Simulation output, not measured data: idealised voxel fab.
The process module that follows is named voxel capacitor over wiring.
Shown is cross-section cut, with a width of 160 nm and square cells of size 5 nm.
When this document writes out a cross-section, it uses a grid of square cells and lists it as bands, beginning at the top and moving down, with a band standing for one or more rows of cells.
Heads up on the band format: heights come first, top then bottom, in nm. After that it's the materials left to right, each with its width in nm. A single material flagged "throughout" fills the whole band edge to edge, and "air" means there's empty space there.
The reference from which all heights are counted is 0, the level beneath which the as-received wafer is entirely one material; the lowest band, having no lower bound, proceeds downward and is written after the example "z 0 and below".
The width entry "30..40" should be interpreted row by row: the top row of cells in the band takes the first number, the bottom row takes the second number, and the change between adjacent rows is uniform throughout.
Step marked "everything unchanged"? Then no cell in the cross-section changed in it.
If an empty space has no open way to the top and is at least 8 cells in size, "Closed void entries" lists it, written width x height at distance, where distance is measured from the left edge and every value is in nm.
Where a step's line continues beyond its settings, the continuation is a remark by the simulator itself on that step.
What "overlay nm" on a step's line means: if the step has a mask, that mask lay this far to the right of its planned place, or, when the value is negative, to the left.

-- The planned process steps are enumerated hereunder
- 1: RECEIVE | material Si
- 2: CONFORMAL_DEP | material SiO2 | thk nm 15
- 3: CONFORMAL_DEP | material SiCN | thk nm 5
- 4: DIRECTIONAL_DEP | material lowk | thk nm 15
- 5: PATTERN | tone open | mask id METAL_1 | material resist | width nm 30 | pitch nm 95 | thk nm 20 | overlay nm 0
- 6: DIRECTIONAL_ETCH | etch materials lowk | depth nm 15
- 7: DIRECTIONAL_ETCH | etch materials SiCN | depth nm 5
- 8: STRIP | etch materials resist
- 9: CONFORMAL_DEP | material TiN | thk nm 5
- 10: FILL_DEP | material Ru | thk nm 10
- 11: CMP | height nm 35
- 12: CONFORMAL_DEP | material SiCN | thk nm 5
- 13: DIRECTIONAL_DEP | material lowk | thk nm 10
- 14: MASKED_ETCH | tone open | mask id PLUG_1 | width nm 15 | etch materials lowk | depth nm 10 | overlay nm 0
- 15: MASKED_ETCH | tone open | mask id PLUG_1 | width nm 15 | etch materials SiCN | depth nm 5 | overlay nm 0
- 16: EPI | material Ru | thk nm 10
- 17: EPI | material Ru | thk nm 5
- 18: DIRECTIONAL_DEP | material TiN | thk nm 5
- 19: DIRECTIONAL_DEP | material Al2O3 | thk nm 5
- 20: DIRECTIONAL_DEP | material TiN | thk nm 10
- 21: MASKED_ETCH | tone cover | mask id UPPER_PLATE | width nm 70 | etch materials TiN | depth nm 10 | overlay nm 0
- 22: MASKED_ETCH | tone cover | mask id UPPER_PLATE | width nm 70 | etch materials Al2O3 | depth nm 5 | overlay nm 0
- 23: PATTERN | tone cover | mask id LOWER_PLATE | material resist | width nm 80 | thk nm 20 | overlay nm 0
- 24: DIRECTIONAL_ETCH | etch materials TiN | depth nm 5
- 25: STRIP | etch materials resist
- 26: FILL_DEP | material SiO2 | thk nm 15
- 27: CMP | height nm 80
- 28: PATTERN | tone open | mask id PLUG_2 | material resist | width nm 15 | thk nm 15 | overlay nm 0
- 29: DIRECTIONAL_ETCH | etch materials SiO2 | depth nm 10
- 30: STRIP | etch materials resist
- 31: CONFORMAL_DEP | material TiN | thk nm 5
- 32: FILL_DEP | material Cu | thk nm 10
- 33: CMP | height nm 80
- 34: CONFORMAL_DEP | material SiN | thk nm 5

-- First of two wafers, processed according to plan

-- Cross-sectional view of the wafer in its as-received condition, corresponding to the state after step 1
> z 0 and below = Si throughout
> Closed void entries: none

-- After step 2: wafer cross-section
> z 15 to 0 = SiO2 throughout
> Below 0, the layers are the same as they were.

-- After step 3: wafer cross-section
> z 20 to 15 = SiCN throughout
> Below 15, the layers are the same as they were.

-- After step 4: wafer cross-section
> z 35 to 20 = lowk throughout
> Below 20, the layers are the same as they were.

-- After step 5: wafer cross-section
> z 55 to 35 = resist=15; air=30; resist=65; air=30; resist=20
> Below 35, the layers are the same as they were.

-- After step 6: wafer cross-section
> z 55 to 35 = resist=15; air=30; resist=65; air=30; resist=20
> z 35 to 20 = lowk=15; air=30; lowk=65; air=30; lowk=20
> Below 20, the layers are the same as they were.

-- After step 7: wafer cross-section
> z 55 to 35 = resist=15; air=30; resist=65; air=30; resist=20
> z 35 to 20 = lowk=15; air=30; lowk=65; air=30; lowk=20
> z 20 to 15 = SiCN=15; air=30; SiCN=65; air=30; SiCN=20
> Below 15, the layers are the same as they were.

-- After step 8: wafer cross-section
> z 35 to 20 = lowk=15; air=30; lowk=65; air=30; lowk=20
> Below 20, the layers are the same as they were.

-- After step 9: wafer cross-section
> z 40 to 35 = TiN=20; air=20; TiN=75; air=20; TiN=25
> z 35 to 20 = lowk=15; TiN=5; air=20; TiN=5; lowk=65; TiN=5; air=20; TiN=5; lowk=20
> z 20 to 15 = SiCN=15; TiN=30; SiCN=65; TiN=30; SiCN=20
> Below 15, the layers are the same as they were.

-- After step 10: wafer cross-section
> z 50 to 40 = Ru throughout
> z 40 to 35 = TiN=20; Ru=20; TiN=75; Ru=20; TiN=25
> z 35 to 20 = lowk=15; TiN=5; Ru=20; TiN=5; lowk=65; TiN=5; Ru=20; TiN=5; lowk=20
> Below 20, the layers are the same as they were.

-- After step 11: wafer cross-section
> z 35 to 20 = lowk=15; TiN=5; Ru=20; TiN=5; lowk=65; TiN=5; Ru=20; TiN=5; lowk=20
> Below 20, the layers are the same as they were.

-- After step 12: wafer cross-section
> z 40 to 35 = SiCN throughout
> Below 35, the layers are the same as they were.

-- After step 13: wafer cross-section
> z 50 to 40 = lowk throughout
> Below 40, the layers are the same as they were.

-- After step 14: wafer cross-section
> z 50 to 40 = lowk=30; air=15; lowk=115
> Below 40, the layers are the same as they were.

-- After step 15: wafer cross-section
> z 50 to 40 = lowk=30; air=15; lowk=115
> z 40 to 35 = SiCN=30; air=15; SiCN=115
> Below 35, the layers are the same as they were.

-- After step 16: wafer cross-section
> z 50 to 45 = lowk=30; air=15; lowk=115
> z 45 to 40 = lowk=30; Ru=15; lowk=115
> z 40 to 35 = SiCN=30; Ru=15; SiCN=115
> Below 35, the layers are the same as they were.

-- After step 17: wafer cross-section
> z 50 to 40 = lowk=30; Ru=15; lowk=115
> Below 40, the layers are the same as they were.

-- After step 18: wafer cross-section
> z 55 to 50 = TiN throughout
> Below 50, the layers are the same as they were.

-- After step 19: wafer cross-section
> z 60 to 55 = Al2O3 throughout
> Below 55, the layers are the same as they were.

-- After step 20: wafer cross-section
> z 70 to 60 = TiN throughout
> Below 60, the layers are the same as they were.

-- After step 21: wafer cross-section
> z 70 to 60 = air=30; TiN=70; air=60
> Below 60, the layers are the same as they were.

-- After step 22: wafer cross-section
> z 70 to 60 = air=30; TiN=70; air=60
> z 60 to 55 = air=30; Al2O3=70; air=60
> Below 55, the layers are the same as they were.

-- After step 23: wafer cross-section
> z 90 to 70 = air=25; resist=80; air=55
> z 70 to 60 = air=25; resist=5; TiN=70; resist=5; air=55
> z 60 to 55 = air=25; resist=5; Al2O3=70; resist=5; air=55
> Below 55, the layers are the same as they were.

-- After step 24: wafer cross-section
> z 90 to 70 = air=25; resist=80; air=55
> z 70 to 60 = air=25; resist=5; TiN=70; resist=5; air=55
> z 60 to 55 = air=25; resist=5; Al2O3=70; resist=5; air=55
> z 55 to 50 = air=25; TiN=80; air=55
> Below 50, the layers are the same as they were.

-- After step 25: wafer cross-section
> z 70 to 60 = air=30; TiN=70; air=60
> z 60 to 55 = air=30; Al2O3=70; air=60
> Below 55, the layers are the same as they were.

-- After step 26: wafer cross-section
> z 85 to 70 = SiO2 throughout
> z 70 to 60 = SiO2=30; TiN=70; SiO2=60
> z 60 to 55 = SiO2=30; Al2O3=70; SiO2=60
> z 55 to 50 = SiO2=25; TiN=80; SiO2=55
> Below 50, the layers are the same as they were.

-- After step 27: wafer cross-section
> z 80 to 70 = SiO2 throughout
> Below 70, the layers are the same as they were.

-- After step 28: wafer cross-section
> z 95 to 80 = resist=40; air=15; resist=105
> Below 80, the layers are the same as they were.

-- After step 29: wafer cross-section
> z 95 to 80 = resist=40; air=15; resist=105
> z 80 to 70 = SiO2=40; air=15; SiO2=105
> Below 70, the layers are the same as they were.

-- After step 30: wafer cross-section
> z 80 to 70 = SiO2=40; air=15; SiO2=105
> Below 70, the layers are the same as they were.

-- After step 31: wafer cross-section
> z 85 to 80 = TiN=45; air=5; TiN=110
> z 80 to 75 = SiO2=40; TiN=5; air=5; TiN=5; SiO2=105
> z 75 to 70 = SiO2=40; TiN=15; SiO2=105
> Below 70, the layers are the same as they were.

-- After step 32: wafer cross-section
> z 95 to 85 = Cu throughout
> z 85 to 80 = TiN=45; Cu=5; TiN=110
> z 80 to 75 = SiO2=40; TiN=5; Cu=5; TiN=5; SiO2=105
> Below 75, the layers are the same as they were.

-- After step 33: wafer cross-section
> z 80 to 75 = SiO2=40; TiN=5; Cu=5; TiN=5; SiO2=105
> Below 75, the layers are the same as they were.

-- After step 34: wafer cross-section
> z 85 to 80 = SiN throughout
> Below 80, the layers are the same as they were.

-- second wafer: like start, like plan, one mistake. Through step 2 it matches the first wafer

Cross-sectional representation of the second wafer at the time designated in the plan for the completion of step 3: everything unchanged

-- Cross-sectional representation of the second wafer at the time designated in the plan for the completion of step 4
> z 30 to 15 = lowk throughout
> Below 15, the layers are the same as they were.

-- Cross-sectional representation of the second wafer at the time designated in the plan for the completion of step 5
> z 50 to 30 = resist=15; air=30; resist=65; air=30; resist=20
> Below 30, the layers are the same as they were.

-- Cross-sectional representation of the second wafer at the time designated in the plan for the completion of step 6
> z 50 to 30 = resist=15; air=30; resist=65; air=30; resist=20
> z 30 to 15 = lowk=15; air=30; lowk=65; air=30; lowk=20
> Below 15, the layers are the same as they were.

Cross-sectional representation of the second wafer at the time designated in the plan for the completion of step 7: everything unchanged

-- Cross-sectional representation of the second wafer at the time designated in the plan for the completion of step 8
> z 30 to 15 = lowk=15; air=30; lowk=65; air=30; lowk=20
> Below 15, the layers are the same as they were.

-- Cross-sectional representation of the second wafer at the time designated in the plan for the completion of step 9
> z 35 to 30 = TiN=20; air=20; TiN=75; air=20; TiN=25
> z 30 to 20 = lowk=15; TiN=5; air=20; TiN=5; lowk=65; TiN=5; air=20; TiN=5; lowk=20
> z 20 to 15 = lowk=15; TiN=30; lowk=65; TiN=30; lowk=20
> Below 15, the layers are the same as they were.

-- Cross-sectional representation of the second wafer at the time designated in the plan for the completion of step 10
> z 45 to 35 = Ru throughout
> z 35 to 30 = TiN=20; Ru=20; TiN=75; Ru=20; TiN=25
> z 30 to 20 = lowk=15; TiN=5; Ru=20; TiN=5; lowk=65; TiN=5; Ru=20; TiN=5; lowk=20
> Below 20, the layers are the same as they were.

-- Cross-sectional representation of the second wafer at the time designated in the plan for the completion of step 11
> z 35 to 30 = TiN=20; Ru=20; TiN=75; Ru=20; TiN=25
> Below 30, the layers are the same as they were.

-- Cross-sectional representation of the second wafer at the time designated in the plan for the completion of step 12
> z 40 to 35 = SiCN throughout
> Below 35, the layers are the same as they were.

-- Cross-sectional representation of the second wafer at the time designated in the plan for the completion of step 13
> z 50 to 40 = lowk throughout
> Below 40, the layers are the same as they were.

-- Cross-sectional representation of the second wafer at the time designated in the plan for the completion of step 14
> z 50 to 40 = lowk=30; air=15; lowk=115
> Below 40, the layers are the same as they were.

-- Cross-sectional representation of the second wafer at the time designated in the plan for the completion of step 15
> z 50 to 40 = lowk=30; air=15; lowk=115
> z 40 to 35 = SiCN=30; air=15; SiCN=115
> Below 35, the layers are the same as they were.

-- Cross-sectional representation of the second wafer at the time designated in the plan for the completion of step 16
> z 50 to 45 = lowk=30; air=15; lowk=115
> z 45 to 40 = lowk=30; Ru=15; lowk=115
> z 40 to 35 = SiCN=30; Ru=15; SiCN=115
> Below 35, the layers are the same as they were.

-- Cross-sectional representation of the second wafer at the time designated in the plan for the completion of step 17
> z 50 to 40 = lowk=30; Ru=15; lowk=115
> Below 40, the layers are the same as they were.

-- Cross-sectional representation of the second wafer at the time designated in the plan for the completion of step 18
> z 55 to 50 = TiN throughout
> Below 50, the layers are the same as they were.

-- Cross-sectional representation of the second wafer at the time designated in the plan for the completion of step 19
> z 60 to 55 = Al2O3 throughout
> Below 55, the layers are the same as they were.

-- Cross-sectional representation of the second wafer at the time designated in the plan for the completion of step 20
> z 70 to 60 = TiN throughout
> Below 60, the layers are the same as they were.

-- Cross-sectional representation of the second wafer at the time designated in the plan for the completion of step 21
> z 70 to 60 = air=30; TiN=70; air=60
> Below 60, the layers are the same as they were.

-- Cross-sectional representation of the second wafer at the time designated in the plan for the completion of step 22
> z 70 to 60 = air=30; TiN=70; air=60
> z 60 to 55 = air=30; Al2O3=70; air=60
> Below 55, the layers are the same as they were.

-- Cross-sectional representation of the second wafer at the time designated in the plan for the completion of step 23
> z 90 to 70 = air=25; resist=80; air=55
> z 70 to 60 = air=25; resist=5; TiN=70; resist=5; air=55
> z 60 to 55 = air=25; resist=5; Al2O3=70; resist=5; air=55
> Below 55, the layers are the same as they were.

-- Cross-sectional representation of the second wafer at the time designated in the plan for the completion of step 24
> z 90 to 70 = air=25; resist=80; air=55
> z 70 to 60 = air=25; resist=5; TiN=70; resist=5; air=55
> z 60 to 55 = air=25; resist=5; Al2O3=70; resist=5; air=55
> z 55 to 50 = air=25; TiN=80; air=55
> Below 50, the layers are the same as they were.

-- Cross-sectional representation of the second wafer at the time designated in the plan for the completion of step 25
> z 70 to 60 = air=30; TiN=70; air=60
> z 60 to 55 = air=30; Al2O3=70; air=60
> Below 55, the layers are the same as they were.

-- Cross-sectional representation of the second wafer at the time designated in the plan for the completion of step 26
> z 85 to 70 = SiO2 throughout
> z 70 to 60 = SiO2=30; TiN=70; SiO2=60
> z 60 to 55 = SiO2=30; Al2O3=70; SiO2=60
> z 55 to 50 = SiO2=25; TiN=80; SiO2=55
> Below 50, the layers are the same as they were.

-- Cross-sectional representation of the second wafer at the time designated in the plan for the completion of step 27
> z 80 to 70 = SiO2 throughout
> Below 70, the layers are the same as they were.

-- Cross-sectional representation of the second wafer at the time designated in the plan for the completion of step 28
> z 95 to 80 = resist=40; air=15; resist=105
> Below 80, the layers are the same as they were.

-- Cross-sectional representation of the second wafer at the time designated in the plan for the completion of step 29
> z 95 to 80 = resist=40; air=15; resist=105
> z 80 to 70 = SiO2=40; air=15; SiO2=105
> Below 70, the layers are the same as they were.

-- Cross-sectional representation of the second wafer at the time designated in the plan for the completion of step 30
> z 80 to 70 = SiO2=40; air=15; SiO2=105
> Below 70, the layers are the same as they were.

-- Cross-sectional representation of the second wafer at the time designated in the plan for the completion of step 31
> z 85 to 80 = TiN=45; air=5; TiN=110
> z 80 to 75 = SiO2=40; TiN=5; air=5; TiN=5; SiO2=105
> z 75 to 70 = SiO2=40; TiN=15; SiO2=105
> Below 70, the layers are the same as they were.

-- Cross-sectional representation of the second wafer at the time designated in the plan for the completion of step 32
> z 95 to 85 = Cu throughout
> z 85 to 80 = TiN=45; Cu=5; TiN=110
> z 80 to 75 = SiO2=40; TiN=5; Cu=5; TiN=5; SiO2=105
> Below 75, the layers are the same as they were.

-- Cross-sectional representation of the second wafer at the time designated in the plan for the completion of step 33
> z 80 to 75 = SiO2=40; TiN=5; Cu=5; TiN=5; SiO2=105
> Below 75, the layers are the same as they were.

-- Cross-sectional representation of the second wafer at the time designated in the plan for the completion of step 34
> z 85 to 80 = SiN throughout
> Below 80, the layers are the same as they were.
Misprocessing identified: step 3 of the plan was excluded from execution and never run
The second wafer ends with more or fewer cells of some materials than the first, per final count: 20 fewer of SiCN | 20 more of TiN
